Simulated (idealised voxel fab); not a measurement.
Process module heading - voxel gate over fins
The cross-section shown here is cut; it is 255 nm wide and divided into square cells measuring 5 nm on a side.
This document writes a cross-section as a grid whose cells are square, and gives it as bands, listed from the top down; one or more rows of cells form a band. A band entry consists of two parts. The first gives the height of the band's top and the height of its bottom, in nm. The rest lists the band's materials from left to right, each with its width in nm. A single material labelled with the word "all across" fills the band from edge to edge, and the word "air" marks empty space. Ref level 0: as-received wafer is one material below here. Bottom band extends down with no lower bound ("top 0, no bottom"). With a width like "30 to 40", each row of cells in the band differs from the next by the same amount, the top row carrying the first number and the bottom row the second. Take "remained the same" at face value: in the step it is given for, the cross-section changed in none of its cells. "Fully sealed voids" means: voids of 8 cells or more that are shut off from the top with no open way through. Written width x height at distance, distance from the left edge, in nm. On a step's line, text after the settings is the simulator commenting on that step. overlay nm, on a step with a mask: how far to the right of its planned place the mask lay; to the left if negative.

### The following list gives the planned process steps
1. RECEIVE, material Si
2. CONFORMAL_DEP, material SiN, thk nm 10
3. MASKED_ETCH, tone cover, mask id FINS, width nm 15, pitch nm 60, etch materials SiN, depth nm 10, overlay nm 0
4. MASKED_ETCH, tone cover, mask id FINS, width nm 15, pitch nm 60, etch materials Si, depth nm 35, overlay nm 0
5. OXIDIZE, depth nm 5
6. FILL_DEP, material SiO2, thk nm 10
7. CMP, height nm 10
8. PATTERN, tone open, mask id RAIL, material resist, width nm 15, thk nm 20, overlay nm 0
9. DIRECTIONAL_ETCH, etch materials SiO2, depth nm 40
10. STRIP, etch materials resist
11. CONFORMAL_DEP, material TiN, thk nm 5
12. FILL_DEP, material Ru, thk nm 5
13. CMP, height nm 10
14. SELECTIVE_ETCH, etch materials W Ru TiN, depth nm 30
15. FILL_DEP, material SiO2, thk nm 5
16. CMP, height nm 10
17. SELECTIVE_ETCH, etch materials SiO2, depth nm 25
18. STRIP, etch materials SiN
19. CONFORMAL_DEP, material HfO2, thk nm 5
20. CONFORMAL_DEP, material TiN, thk nm 5
21. FILL_DEP, material W, thk nm 15
22. CMP, height nm 20
23. CONFORMAL_DEP, material SiCN, thk nm 10

### first wafer, as planned

### As received (post step 1): cross-section
	top 0, no bottom: Si all across
	Fully sealed voids: none

### Step 2 complete: cross-section through the wafer
	top 10, bottom 0: SiN all across
	Nothing below the height 0 has changed.

### Step 3 complete: cross-section through the wafer
	top 10, bottom 0: air=60, SiN=15, air=45, SiN=15, air=45, SiN=15, air=60
	Nothing below the height 0 has changed.

### Step 4 complete: cross-section through the wafer
	top 10, bottom 0: air=60, SiN=15, air=45, SiN=15, air=45, SiN=15, air=60
	top 0, bottom -35: air=60, Si=15, air=45, Si=15, air=45, Si=15, air=60
	Nothing below the height -35 has changed.

### Step 5 complete: cross-section through the wafer
	top 10, bottom 0: air=60, SiN=15, air=45, SiN=15, air=45, SiN=15, air=60
	top 0, bottom -35: air=60, SiO2=5, Si=5, SiO2=5, air=45, SiO2=5, Si=5, SiO2=5, air=45, SiO2=5, Si=5, SiO2=5, air=60
	top -35, bottom -40: SiO2=65, Si=5, SiO2=55, Si=5, SiO2=55, Si=5, SiO2=65
	Nothing below the height -40 has changed.

### Step 6 complete: cross-section through the wafer
	top 20, bottom 10: SiO2 all across
	top 10, bottom 0: SiO2=60, SiN=15, SiO2=45, SiN=15, SiO2=45, SiN=15, SiO2=60
	top 0, bottom -40: SiO2=65, Si=5, SiO2=55, Si=5, SiO2=55, Si=5, SiO2=65
	Nothing below the height -40 has changed.

### Step 7 complete: cross-section through the wafer
	top 10, bottom 0: SiO2=60, SiN=15, SiO2=45, SiN=15, SiO2=45, SiN=15, SiO2=60
	Nothing below the height 0 has changed.

### Step 8 complete: cross-section through the wafer
	top 30, bottom 10: resist=90, air=15, resist=150
	Nothing below the height 10 has changed.

### Step 9 complete: cross-section through the wafer
	top 30, bottom 10: resist=90, air=15, resist=150
	top 10, bottom 0: SiO2=60, SiN=15, SiO2=15, air=15, SiO2=15, SiN=15, SiO2=45, SiN=15, SiO2=60
	top 0, bottom -30: SiO2=65, Si=5, SiO2=20, air=15, SiO2=20, Si=5, SiO2=55, Si=5, SiO2=65
	Nothing below the height -30 has changed.

### Step 10 complete: cross-section through the wafer
	top 10, bottom 0: SiO2=60, SiN=15, SiO2=15, air=15, SiO2=15, SiN=15, SiO2=45, SiN=15, SiO2=60
	Nothing below the height 0 has changed.

### Step 11 complete: cross-section through the wafer
	top 15, bottom 10: TiN=95, air=5, TiN=155
	top 10, bottom 0: SiO2=60, SiN=15, SiO2=15, TiN=5, air=5, TiN=5, SiO2=15, SiN=15, SiO2=45, SiN=15, SiO2=60
	top 0, bottom -25: SiO2=65, Si=5, SiO2=20, TiN=5, air=5, TiN=5, SiO2=20, Si=5, SiO2=55, Si=5, SiO2=65
	top -25, bottom -30: SiO2=65, Si=5, SiO2=20, TiN=15, SiO2=20, Si=5, SiO2=55, Si=5, SiO2=65
	Nothing below the height -30 has changed.

### Step 12 complete: cross-section through the wafer
	top 20, bottom 15: Ru all across
	top 15, bottom 10: TiN=95, Ru=5, TiN=155
	top 10, bottom 0: SiO2=60, SiN=15, SiO2=15, TiN=5, Ru=5, TiN=5, SiO2=15, SiN=15, SiO2=45, SiN=15, SiO2=60
	top 0, bottom -25: SiO2=65, Si=5, SiO2=20, TiN=5, Ru=5, TiN=5, SiO2=20, Si=5, SiO2=55, Si=5, SiO2=65
	Nothing below the height -25 has changed.

### Step 13 complete: cross-section through the wafer
	top 10, bottom 0: SiO2=60, SiN=15, SiO2=15, TiN=5, Ru=5, TiN=5, SiO2=15, SiN=15, SiO2=45, SiN=15, SiO2=60
	Nothing below the height 0 has changed.

### Step 14 complete: cross-section through the wafer
	top 10, bottom 0: SiO2=60, SiN=15, SiO2=15, air=15, SiO2=15, SiN=15, SiO2=45, SiN=15, SiO2=60
	top 0, bottom -20: SiO2=65, Si=5, SiO2=20, air=15, SiO2=20, Si=5, SiO2=55, Si=5, SiO2=65
	Nothing below the height -20 has changed.

### Step 15 complete: cross-section through the wafer
	top 15, bottom 10: SiO2 all across
	top 10, bottom 0: SiO2=60, SiN=15, SiO2=45, SiN=15, SiO2=45, SiN=15, SiO2=60
	top 0, bottom -20: SiO2=65, Si=5, SiO2=55, Si=5, SiO2=55, Si=5, SiO2=65
	Nothing below the height -20 has changed.

### Step 16 complete: cross-section through the wafer
	top 10, bottom 0: SiO2=60, SiN=15, SiO2=45, SiN=15, SiO2=45, SiN=15, SiO2=60
	Nothing below the height 0 has changed.

### Step 17 complete: cross-section through the wafer
	top 10, bottom 0: air=60, SiN=15, air=45, SiN=15, air=45, SiN=15, air=60
	top 0, bottom -15: air=65, Si=5, air=55, Si=5, air=55, Si=5, air=65
	Nothing below the height -15 has changed.

### Step 18 complete: cross-section through the wafer
	top 0, bottom -15: air=65, Si=5, air=55, Si=5, air=55, Si=5, air=65
	Nothing below the height -15 has changed.

### Step 19 complete: cross-section through the wafer
	top 5, bottom 0: air=60, HfO2=15, air=45, HfO2=15, air=45, HfO2=15, air=60
	top 0, bottom -10: air=60, HfO2=5, Si=5, HfO2=5, air=45, HfO2=5, Si=5, HfO2=5, air=45, HfO2=5, Si=5, HfO2=5, air=60
	top -10, bottom -15: HfO2=65, Si=5, HfO2=55, Si=5, HfO2=55, Si=5, HfO2=65
	Nothing below the height -15 has changed.

### Step 20 complete: cross-section through the wafer
	top 10, bottom 5: air=55, TiN=25, air=35, TiN=25, air=35, TiN=25, air=55
	top 5, bottom 0: air=55, TiN=5, HfO2=15, TiN=5, air=35, TiN=5, HfO2=15, TiN=5, air=35, TiN=5, HfO2=15, TiN=5, air=55
	top 0, bottom -5: air=55, TiN=5, HfO2=5, Si=5, HfO2=5, TiN=5, air=35, TiN=5, HfO2=5, Si=5, HfO2=5, TiN=5, air=35, TiN=5, HfO2=5, Si=5, HfO2=5, TiN=5, air=55
	top -5, bottom -10: TiN=60, HfO2=5, Si=5, HfO2=5, TiN=45, HfO2=5, Si=5, HfO2=5, TiN=45, HfO2=5, Si=5, HfO2=5, TiN=60
	Nothing below the height -10 has changed.

### Step 21 complete: cross-section through the wafer
	top 25, bottom 10: W all across
	top 10, bottom 5: W=55, TiN=25, W=35, TiN=25, W=35, TiN=25, W=55
	top 5, bottom 0: W=55, TiN=5, HfO2=15, TiN=5, W=35, TiN=5, HfO2=15, TiN=5, W=35, TiN=5, HfO2=15, TiN=5, W=55
	top 0, bottom -5: W=55, TiN=5, HfO2=5, Si=5, HfO2=5, TiN=5, W=35, TiN=5, HfO2=5, Si=5, HfO2=5, TiN=5, W=35, TiN=5, HfO2=5, Si=5, HfO2=5, TiN=5, W=55
	Nothing below the height -5 has changed.

### Step 22 complete: cross-section through the wafer
	top 20, bottom 10: W all across
	Nothing below the height 10 has changed.

### Step 23 complete: cross-section through the wafer
	top 30, bottom 20: SiCN all across
	Nothing below the height 20 has changed.

### The second wafer began exactly as the first did and followed the same plan, but one mistake was made while running it; through step 3 inclusive, the two wafers are identical

### Second wafer: cross-section at the scheduled end of step 4
	top 10, bottom 0: air=60, SiN=15, air=45, SiN=15, air=45, SiN=15, air=60
	top 0, bottom -70: air=60, Si=15, air=45, Si=15, air=45, Si=15, air=60
	Nothing below the height -70 has changed.

### Second wafer: cross-section at the scheduled end of step 5
	top 10, bottom 0: air=60, SiN=15, air=45, SiN=15, air=45, SiN=15, air=60
	top 0, bottom -70: air=60, SiO2=5, Si=5, SiO2=5, air=45, SiO2=5, Si=5, SiO2=5, air=45, SiO2=5, Si=5, SiO2=5, air=60
	top -70, bottom -75: SiO2=65, Si=5, SiO2=55, Si=5, SiO2=55, Si=5, SiO2=65
	Nothing below the height -75 has changed.

### Second wafer: cross-section at the scheduled end of step 6
	top 20, bottom 10: SiO2 all across
	top 10, bottom 0: SiO2=60, SiN=15, SiO2=45, SiN=15, SiO2=45, SiN=15, SiO2=60
	top 0, bottom -75: SiO2=65, Si=5, SiO2=55, Si=5, SiO2=55, Si=5, SiO2=65
	Nothing below the height -75 has changed.

### Second wafer: cross-section at the scheduled end of step 7
	top 10, bottom 0: SiO2=60, SiN=15, SiO2=45, SiN=15, SiO2=45, SiN=15, SiO2=60
	Nothing below the height 0 has changed.

### Second wafer: cross-section at the scheduled end of step 8
	top 30, bottom 10: resist=90, air=15, resist=150
	Nothing below the height 10 has changed.

### Second wafer: cross-section at the scheduled end of step 9
	top 30, bottom 10: resist=90, air=15, resist=150
	top 10, bottom 0: SiO2=60, SiN=15, SiO2=15, air=15, SiO2=15, SiN=15, SiO2=45, SiN=15, SiO2=60
	top 0, bottom -30: SiO2=65, Si=5, SiO2=20, air=15, SiO2=20, Si=5, SiO2=55, Si=5, SiO2=65
	Nothing below the height -30 has changed.

### Second wafer: cross-section at the scheduled end of step 10
	top 10, bottom 0: SiO2=60, SiN=15, SiO2=15, air=15, SiO2=15, SiN=15, SiO2=45, SiN=15, SiO2=60
	Nothing below the height 0 has changed.

### Second wafer: cross-section at the scheduled end of step 11
	top 15, bottom 10: TiN=95, air=5, TiN=155
	top 10, bottom 0: SiO2=60, SiN=15, SiO2=15, TiN=5, air=5, TiN=5, SiO2=15, SiN=15, SiO2=45, SiN=15, SiO2=60
	top 0, bottom -25: SiO2=65, Si=5, SiO2=20, TiN=5, air=5, TiN=5, SiO2=20, Si=5, SiO2=55, Si=5, SiO2=65
	top -25, bottom -30: SiO2=65, Si=5, SiO2=20, TiN=15, SiO2=20, Si=5, SiO2=55, Si=5, SiO2=65
	Nothing below the height -30 has changed.

### Second wafer: cross-section at the scheduled end of step 12
	top 20, bottom 15: Ru all across
	top 15, bottom 10: TiN=95, Ru=5, TiN=155
	top 10, bottom 0: SiO2=60, SiN=15, SiO2=15, TiN=5, Ru=5, TiN=5, SiO2=15, SiN=15, SiO2=45, SiN=15, SiO2=60
	top 0, bottom -25: SiO2=65, Si=5, SiO2=20, TiN=5, Ru=5, TiN=5, SiO2=20, Si=5, SiO2=55, Si=5, SiO2=65
	Nothing below the height -25 has changed.

### Second wafer: cross-section at the scheduled end of step 13
	top 10, bottom 0: SiO2=60, SiN=15, SiO2=15, TiN=5, Ru=5, TiN=5, SiO2=15, SiN=15, SiO2=45, SiN=15, SiO2=60
	Nothing below the height 0 has changed.

### Second wafer: cross-section at the scheduled end of step 14
	top 10, bottom 0: SiO2=60, SiN=15, SiO2=15, air=15, SiO2=15, SiN=15, SiO2=45, SiN=15, SiO2=60
	top 0, bottom -20: SiO2=65, Si=5, SiO2=20, air=15, SiO2=20, Si=5, SiO2=55, Si=5, SiO2=65
	Nothing below the height -20 has changed.

### Second wafer: cross-section at the scheduled end of step 15
	top 15, bottom 10: SiO2 all across
	top 10, bottom 0: SiO2=60, SiN=15, SiO2=45, SiN=15, SiO2=45, SiN=15, SiO2=60
	top 0, bottom -20: SiO2=65, Si=5, SiO2=55, Si=5, SiO2=55, Si=5, SiO2=65
	Nothing below the height -20 has changed.

### Second wafer: cross-section at the scheduled end of step 16
	top 10, bottom 0: SiO2=60, SiN=15, SiO2=45, SiN=15, SiO2=45, SiN=15, SiO2=60
	Nothing below the height 0 has changed.

### Second wafer: cross-section at the scheduled end of step 17
	top 10, bottom 0: air=60, SiN=15, air=45, SiN=15, air=45, SiN=15, air=60
	top 0, bottom -15: air=65, Si=5, air=55, Si=5, air=55, Si=5, air=65
	Nothing below the height -15 has changed.

### Second wafer: cross-section at the scheduled end of step 18
	top 0, bottom -15: air=65, Si=5, air=55, Si=5, air=55, Si=5, air=65
	Nothing below the height -15 has changed.

### Second wafer: cross-section at the scheduled end of step 19
	top 5, bottom 0: air=60, HfO2=15, air=45, HfO2=15, air=45, HfO2=15, air=60
	top 0, bottom -10: air=60, HfO2=5, Si=5, HfO2=5, air=45, HfO2=5, Si=5, HfO2=5, air=45, HfO2=5, Si=5, HfO2=5, air=60
	top -10, bottom -15: HfO2=65, Si=5, HfO2=55, Si=5, HfO2=55, Si=5, HfO2=65
	Nothing below the height -15 has changed.

### Second wafer: cross-section at the scheduled end of step 20
	top 10, bottom 5: air=55, TiN=25, air=35, TiN=25, air=35, TiN=25, air=55
	top 5, bottom 0: air=55, TiN=5, HfO2=15, TiN=5, air=35, TiN=5, HfO2=15, TiN=5, air=35, TiN=5, HfO2=15, TiN=5, air=55
	top 0, bottom -5: air=55, TiN=5, HfO2=5, Si=5, HfO2=5, TiN=5, air=35, TiN=5, HfO2=5, Si=5, HfO2=5, TiN=5, air=35, TiN=5, HfO2=5, Si=5, HfO2=5, TiN=5, air=55
	top -5, bottom -10: TiN=60, HfO2=5, Si=5, HfO2=5, TiN=45, HfO2=5, Si=5, HfO2=5, TiN=45, HfO2=5, Si=5, HfO2=5, TiN=60
	Nothing below the height -10 has changed.

### Second wafer: cross-section at the scheduled end of step 21
	top 25, bottom 10: W all across
	top 10, bottom 5: W=55, TiN=25, W=35, TiN=25, W=35, TiN=25, W=55
	top 5, bottom 0: W=55, TiN=5, HfO2=15, TiN=5, W=35, TiN=5, HfO2=15, TiN=5, W=35, TiN=5, HfO2=15, TiN=5, W=55
	top 0, bottom -5: W=55, TiN=5, HfO2=5, Si=5, HfO2=5, TiN=5, W=35, TiN=5, HfO2=5, Si=5, HfO2=5, TiN=5, W=35, TiN=5, HfO2=5, Si=5, HfO2=5, TiN=5, W=55
	Nothing below the height -5 has changed.

### Second wafer: cross-section at the scheduled end of step 22
	top 20, bottom 10: W all across
	Nothing below the height 10 has changed.

### Second wafer: cross-section at the scheduled end of step 23
	top 30, bottom 20: SiCN all across
	Nothing below the height 20 has changed.
Nonconformance to the process plan: step 4 from the plan got run twice
Looking at both finished wafers in cells, the second ends up ahead of or behind the first on some materials: Si: 336 fewer, SiO2: 336 more
